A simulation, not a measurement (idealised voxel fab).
The process module presented herein is designated voxel tone inversion.
Pictured: cross-section cut, 230 nm wide, on a grid of 5 nm square cells.
A cross-section is written here as square cells arranged in a grid, and it is given in bands from the top down, each band taking up one or more rows of cells.
Band: top height; bottom height; in nm. Then, left to right: material with width in nm, for each material. "throughout": a single material spanning edge to edge. "empty": empty space.
It should be noted that heights are counted from 0, beneath which the wafer as supplied is of one material throughout, and that the lowest band possesses no lower boundary but continues downward, as written in "top 0, no bottom".
A width given as "30..40" starts at the first number in the band's top row and ends at the second number in its bottom row, shifting by an equal amount at every step from row to row.
Key: "changes: none" - step with no changed cell in the cross-section.
Closed empty spaces (no open way to the top) of 8 cells or more are what "Unvented internal voids" lists, each as width x height at distance from the left edge, nm for all three.
What comes after the settings on a step's line is commentary from the simulator itself on that step.
overlay nm: for a step with a mask, the amount by which the mask lay right of where it was planned; a negative amount means left of it.
Read each pair as before and after one process step. The after cross-section shows only down to the lowest band that changed. The step between them and its settings are given below the pair. Pairs can come from different runs of this module on the same starting wafer. A pair continues from the pair above only where its "Before step" entry says so.
**Before step**
top 0, no bottom | Si throughout
Unvented internal voids: none
**Resulting Structure**
top 5, bottom 0 | SiN throughout
Under 0: no change, same as before.
Unvented internal voids: none
Between the two cross-sections you see above, the step is CONFORMAL_DEP [material SiN] [thk nm 5]
Before step: see the after view in the pair directly above.
**Resulting Structure**
top 25, bottom 5 | aC throughout
Under 5: no change, same as before.
Unvented internal voids: none
Between the two cross-sections you see above, the step is DIRECTIONAL_DEP [material aC] [thk nm 20]
Before step: see the after view in the pair directly above.
**Resulting Structure**
top 55, bottom 25 | 80 of empty / 25 of resist / 20 of empty / 25 of resist / 80 of empty
Under 25: no change, same as before.
Unvented internal voids: none
Between the two cross-sections you see above, the step is PATTERN [tone cover] [mask id POSTS] [material resist] [width nm 25] [pitch nm 45] [thk nm 30] [overlay nm 0]
Before step: see the after view in the pair directly above.
**Resulting Structure**
top 35, bottom 25 | 80 of empty / 25 of resist / 20 of empty / 25 of resist / 80 of empty
top 25, bottom 5 | 80 of empty / 25 of aC / 20 of empty / 25 of aC / 80 of empty
Under 5: no change, same as before.
Unvented internal voids: none
Between the two cross-sections you see above, the step is DIRECTIONAL_ETCH [etch materials aC] [depth nm 20]
Before step: see the after view in the pair directly above.
**Resulting Structure**
top 25, bottom 5 | 80 of empty / 25 of aC / 20 of empty / 25 of aC / 80 of empty
Under 5: no change, same as before.
Unvented internal voids: none
Between the two cross-sections you see above, the step is STRIP [etch materials resist]
Before step: see the after view in the pair directly above.
**Resulting Structure**
top 30, bottom 25 | SiO2 throughout
top 25, bottom 5 | 80 of SiO2 / 25 of aC / 20 of SiO2 / 25 of aC / 80 of SiO2
Under 5: no change, same as before.
Unvented internal voids: none
Between the two cross-sections you see above, the step is FILL_DEP [material SiO2] [thk nm 5]
Before step: see the after view in the pair directly above.
**Resulting Structure**
top 25, bottom 5 | 80 of SiO2 / 25 of aC / 20 of SiO2 / 25 of aC / 80 of SiO2
Under 5: no change, same as before.
Unvented internal voids: none
Between the two cross-sections you see above, the step is CMP [height nm 25]
Before step: see the after view in the pair directly above.
**Resulting Structure**
top 25, bottom 5 | 80 of SiO2 / 25 of empty / 20 of SiO2 / 25 of empty / 80 of SiO2
Under 5: no change, same as before.
Unvented internal voids: none
Between the two cross-sections you see above, the step is STRIP [etch materials aC]
**Before step**
top 0, no bottom | Si throughout
Unvented internal voids: none
**Resulting Structure**
top 20, bottom 0 | aC throughout
Under 0: no change, same as before.
Unvented internal voids: none
Between the two cross-sections you see above, the step is DIRECTIONAL_DEP [material aC] [thk nm 20]
Before step: see the after view in the pair directly above.
**Resulting Structure**
top 50, bottom 20 | 80 of empty / 25 of resist / 20 of empty / 25 of resist / 80 of empty
Under 20: no change, same as before.
Unvented internal voids: none
Between the two cross-sections you see above, the step is PATTERN [tone cover] [mask id POSTS] [material resist] [width nm 25] [pitch nm 45] [thk nm 30] [overlay nm 0]
Before step: see the after view in the pair directly above.
**Resulting Structure**
top 30, bottom 20 | 80 of empty / 25 of resist / 20 of empty / 25 of resist / 80 of empty
top 20, bottom 0 | 80 of empty / 25 of aC / 20 of empty / 25 of aC / 80 of empty
Under 0: no change, same as before.
Unvented internal voids: none
Between the two cross-sections you see above, the step is DIRECTIONAL_ETCH [etch materials aC] [depth nm 20]
Before step: see the after view in the pair directly above.
**Resulting Structure**
top 20, bottom 0 | 80 of empty / 25 of aC / 20 of empty / 25 of aC / 80 of empty
Under 0: no change, same as before.
Unvented internal voids: none
Between the two cross-sections you see above, the step is STRIP [etch materials resist]
Before step: see the after view in the pair directly above.
**Resulting Structure**
top 25, bottom 20 | SiO2 throughout
top 20, bottom 0 | 80 of SiO2 / 25 of aC / 20 of SiO2 / 25 of aC / 80 of SiO2
Under 0: no change, same as before.
Unvented internal voids: none
Between the two cross-sections you see above, the step is FILL_DEP [material SiO2] [thk nm 5]
**Before step**
top 30, bottom 25 | SiO2 throughout
top 25, bottom 5 | 80 of SiO2 / 25 of aC / 20 of SiO2 / 25 of aC / 80 of SiO2
top 5, bottom 0 | SiN throughout
top 0, no bottom | Si throughout
Unvented internal voids: none
**Resulting Structure**
top 35, bottom 25 | SiO2 throughout
Under 25: no change, same as before.
Unvented internal voids: none
Between the two cross-sections you see above, the step is FILL_DEP [material SiO2] [thk nm 5]
Before step: see the after view in the pair directly above.
**Resulting Structure**
top 25, bottom 5 | 80 of SiO2 / 25 of aC / 20 of SiO2 / 25 of aC / 80 of SiO2
Under 5: no change, same as before.
Unvented internal voids: none
Between the two cross-sections you see above, the step is CMP [height nm 25]
**Before step**
top 20, bottom 0 | aC throughout
top 0, no bottom | Si throughout
Unvented internal voids: none
**Resulting Structure**
top 25, bottom 20 | SiN throughout
Under 20: no change, same as before.
Unvented internal voids: none
Between the two cross-sections you see above, the step is CONFORMAL_DEP [material SiN] [thk nm 5]
Before step: see the after view in the pair directly above.
**Resulting Structure**
top 55, bottom 25 | 80 of empty / 25 of resist / 20 of empty / 25 of resist / 80 of empty
Under 25: no change, same as before.
Unvented internal voids: none
Between the two cross-sections you see above, the step is PATTERN [tone cover] [mask id POSTS] [material resist] [width nm 25] [pitch nm 45] [thk nm 30] [overlay nm 0]
Before step: see the after view in the pair directly above.
**Resulting Structure**
top 35, bottom 25 | 80 of empty / 25 of resist / 20 of empty / 25 of resist / 80 of empty
Under 25: no change, same as before.
Unvented internal voids: none
Between the two cross-sections you see above, the step is DIRECTIONAL_ETCH [etch materials aC] [depth nm 20]
Before step: see the after view in the pair directly above.
**Resulting Structure**
top 25, bottom 20 | SiN throughout
Under 20: no change, same as before.
Unvented internal voids: none
Between the two cross-sections you see above, the step is STRIP [etch materials resist]
Before step: see the after view in the pair directly above.
**Resulting Structure**
top 30, bottom 25 | SiO2 throughout
Under 25: no change, same as before.
Unvented internal voids: none
Between the two cross-sections you see above, the step is FILL_DEP [material SiO2] [thk nm 5]
Before step: see the after view in the pair directly above.
**Resulting Structure**
top 25, bottom 20 | SiN throughout
Under 20: no change, same as before.
Unvented internal voids: none
Between the two cross-sections you see above, the step is CMP [height nm 25]
**Before step**
top 30, bottom 25 | SiO2 throughout
top 25, bottom 5 | 80 of SiO2 / 25 of aC / 20 of SiO2 / 25 of aC / 80 of SiO2
top 5, bottom 0 | SiN throughout
top 0, no bottom | Si throughout
Unvented internal voids: none
**Resulting Structure**
top 15, bottom 5 | 80 of SiO2 / 25 of aC / 20 of SiO2 / 25 of aC / 80 of SiO2
Under 5: no change, same as before.
Unvented internal voids: none
Between the two cross-sections you see above, the step is CMP [height nm 15]
Before step: see the after view in the pair directly above.
**Resulting Structure**
top 15, bottom 5 | 80 of SiO2 / 25 of empty / 20 of SiO2 / 25 of empty / 80 of SiO2
Under 5: no change, same as before.
Unvented internal voids: none
Between the two cross-sections you see above, the step is STRIP [etch materials aC]
**Before step**
top 25, bottom 5 | aC throughout
top 5, bottom 0 | SiN throughout
top 0, no bottom | Si throughout
Unvented internal voids: none
**Resulting Structure**
top 55, bottom 25 | 85 of empty / 20 of resist / 25 of empty / 20 of resist / 80 of empty
Under 25: no change, same as before.
Unvented internal voids: none
Between the two cross-sections you see above, the step is PATTERN [tone cover] [mask id POSTS] [material resist] [width nm 20] [pitch nm 45] [thk nm 30] [overlay nm 0]
Before step: see the after view in the pair directly above.
**Resulting Structure**
top 35, bottom 25 | 85 of empty / 20 of resist / 25 of empty / 20 of resist / 80 of empty
top 25, bottom 5 | 85 of empty / 20 of aC / 25 of empty / 20 of aC / 80 of empty
Under 5: no change, same as before.
Unvented internal voids: none
Between the two cross-sections you see above, the step is DIRECTIONAL_ETCH [etch materials aC] [depth nm 20]
Before step: see the after view in the pair directly above.
**Resulting Structure**
top 25, bottom 5 | 85 of empty / 20 of aC / 25 of empty / 20 of aC / 80 of empty
Under 5: no change, same as before.
Unvented internal voids: none
Between the two cross-sections you see above, the step is STRIP [etch materials resist]
Before step: see the after view in the pair directly above.
**Resulting Structure**
top 30, bottom 25 | SiO2 throughout
top 25, bottom 5 | 85 of SiO2 / 20 of aC / 25 of SiO2 / 20 of aC / 80 of SiO2
Under 5: no change, same as before.
Unvented internal voids: none
Between the two cross-sections you see above, the step is FILL_DEP [material SiO2] [thk nm 5]
Before step: see the after view in the pair directly above.
**Resulting Structure**
top 25, bottom 5 | 85 of SiO2 / 20 of aC / 25 of SiO2 / 20 of aC / 80 of SiO2
Under 5: no change, same as before.
Unvented internal voids: none
Between the two cross-sections you see above, the step is CMP [height nm 25]
Before step: see the after view in the pair directly above.
**Resulting Structure**
top 25, bottom 5 | 85 of SiO2 / 20 of empty / 25 of SiO2 / 20 of empty / 80 of SiO2
Under 5: no change, same as before.
Unvented internal voids: none
Between the two cross-sections you see above, the step is STRIP [etch materials aC]
**Before step**
top 25, bottom 5 | aC throughout
top 5, bottom 0 | SiN throughout
top 0, no bottom | Si throughout
Unvented internal voids: none
**Resulting Structure**
top 55, bottom 25 | 85 of empty / 25 of resist / 20 of empty / 25 of resist / 75 of empty
Under 25: no change, same as before.
Unvented internal voids: none
Between the two cross-sections you see above, the step is PATTERN [tone cover] [mask id POSTS] [material resist] [width nm 25] [pitch nm 45] [thk nm 30] [overlay nm 5]
Before step: see the after view in the pair directly above.
**Resulting Structure**
top 35, bottom 25 | 85 of empty / 25 of resist / 20 of empty / 25 of resist / 75 of empty
top 25, bottom 5 | 85 of empty / 25 of aC / 20 of empty / 25 of aC / 75 of empty
Under 5: no change, same as before.
Unvented internal voids: none
Between the two cross-sections you see above, the step is DIRECTIONAL_ETCH [etch materials aC] [depth nm 20]
Before step: see the after view in the pair directly above.
**Resulting Structure**
top 25, bottom 5 | 85 of empty / 25 of aC / 20 of empty / 25 of aC / 75 of empty
Under 5: no change, same as before.
Unvented internal voids: none
Between the two cross-sections you see above, the step is STRIP [etch materials resist]
Before step: see the after view in the pair directly above.
**Resulting Structure**
top 30, bottom 25 | SiO2 throughout
top 25, bottom 5 | 85 of SiO2 / 25 of aC / 20 of SiO2 / 25 of aC / 75 of SiO2
Under 5: no change, same as before.
Unvented internal voids: none
Between the two cross-sections you see above, the step is FILL_DEP [material SiO2] [thk nm 5]
Before step: see the after view in the pair directly above.
**Resulting Structure**
top 25, bottom 5 | 85 of SiO2 / 25 of aC / 20 of SiO2 / 25 of aC / 75 of SiO2
Under 5: no change, same as before.
Unvented internal voids: none
Between the two cross-sections you see above, the step is CMP [height nm 25]
Before step: see the after view in the pair directly above.
**Resulting Structure**
top 25, bottom 5 | 85 of SiO2 / 25 of empty / 20 of SiO2 / 25 of empty / 75 of SiO2
Under 5: no change, same as before.
Unvented internal voids: none
Between the two cross-sections you see above, the step is STRIP [etch materials aC]
**Before step**
top 5, bottom 0 | SiN throughout
top 0, no bottom | Si throughout
Unvented internal voids: none
**Resulting Structure**
top 25, bottom 0 | SiN throughout
Under 0: no change, same as before.
Unvented internal voids: none
Between the two cross-sections you see above, the step is DIRECTIONAL_DEP [material SiN] [thk nm 20]
Before step: see the after view in the pair directly above.
**Resulting Structure**
top 55, bottom 25 | 80 of empty / 25 of resist / 20 of empty / 25 of resist / 80 of empty
Under 25: no change, same as before.
Unvented internal voids: none
Between the two cross-sections you see above, the step is PATTERN [tone cover] [mask id POSTS] [material resist] [width nm 25] [pitch nm 45] [thk nm 30] [overlay nm 0]
Before step: see the after view in the pair directly above.
**Resulting Structure**
top 35, bottom 25 | 80 of empty / 25 of resist / 20 of empty / 25 of resist / 80 of empty
Under 25: no change, same as before.
Unvented internal voids: none
Between the two cross-sections you see above, the step is DIRECTIONAL_ETCH [etch materials aC] [depth nm 20]
Before step: see the after view in the pair directly above.
**Resulting Structure**
top 25, bottom 0 | SiN throughout
Under 0: no change, same as before.
Unvented internal voids: none
Between the two cross-sections you see above, the step is STRIP [etch materials resist]
Before step: see the after view in the pair directly above.
**Resulting Structure**
top 30, bottom 25 | SiO2 throughout
Under 25: no change, same as before.
Unvented internal voids: none
Between the two cross-sections you see above, the step is FILL_DEP [material SiO2] [thk nm 5]
Before step: see the after view in the pair directly above.
**Resulting Structure**
top 25, bottom 0 | SiN throughout
Under 0: no change, same as before.
Unvented internal voids: none
Between the two cross-sections you see above, the step is CMP [height nm 25]
**Before step**
top 25, bottom 5 | aC throughout
top 5, bottom 0 | SiN throughout
top 0, no bottom | Si throughout
Unvented internal voids: none
**Resulting Structure**
top 55, bottom 25 | 80 of resist / 25 of empty / 20 of resist / 25 of empty / 80 of resist
Under 25: no change, same as before.
Unvented internal voids: none
Between the two cross-sections you see above, the step is PATTERN [tone open] [mask id POSTS] [material resist] [width nm 25] [pitch nm 45] [thk nm 30] [overlay nm 0]
Before step: see the after view in the pair directly above.
**Resulting Structure**
top 35, bottom 25 | 80 of resist / 25 of empty / 20 of resist / 25 of empty / 80 of resist
top 25, bottom 5 | 80 of aC / 25 of empty / 20 of aC / 25 of empty / 80 of aC
Under 5: no change, same as before.
Unvented internal voids: none
Between the two cross-sections you see above, the step is DIRECTIONAL_ETCH [etch materials aC] [depth nm 20]
Before step: see the after view in the pair directly above.
**Resulting Structure**
top 25, bottom 5 | 80 of aC / 25 of empty / 20 of aC / 25 of empty / 80 of aC
Under 5: no change, same as before.
Unvented internal voids: none
Between the two cross-sections you see above, the step is STRIP [etch materials resist]
Before step: see the after view in the pair directly above.
**Resulting Structure**
top 30, bottom 25 | SiO2 throughout
top 25, bottom 5 | 80 of aC / 25 of SiO2 / 20 of aC / 25 of SiO2 / 80 of aC
Under 5: no change, same as before.
Unvented internal voids: none
Between the two cross-sections you see above, the step is FILL_DEP [material SiO2] [thk nm 5]
Before step: see the after view in the pair directly above.
**Resulting Structure**
top 25, bottom 5 | 80 of aC / 25 of SiO2 / 20 of aC / 25 of SiO2 / 80 of aC
Under 5: no change, same as before.
Unvented internal voids: none
Between the two cross-sections you see above, the step is CMP [height nm 25]
Before step: see the after view in the pair directly above.
**Resulting Structure**
top 25, bottom 5 | 80 of empty / 25 of SiO2 / 20 of empty / 25 of SiO2 / 80 of empty
Under 5: no change, same as before.
Unvented internal voids: none
Between the two cross-sections you see above, the step is STRIP [etch materials aC]
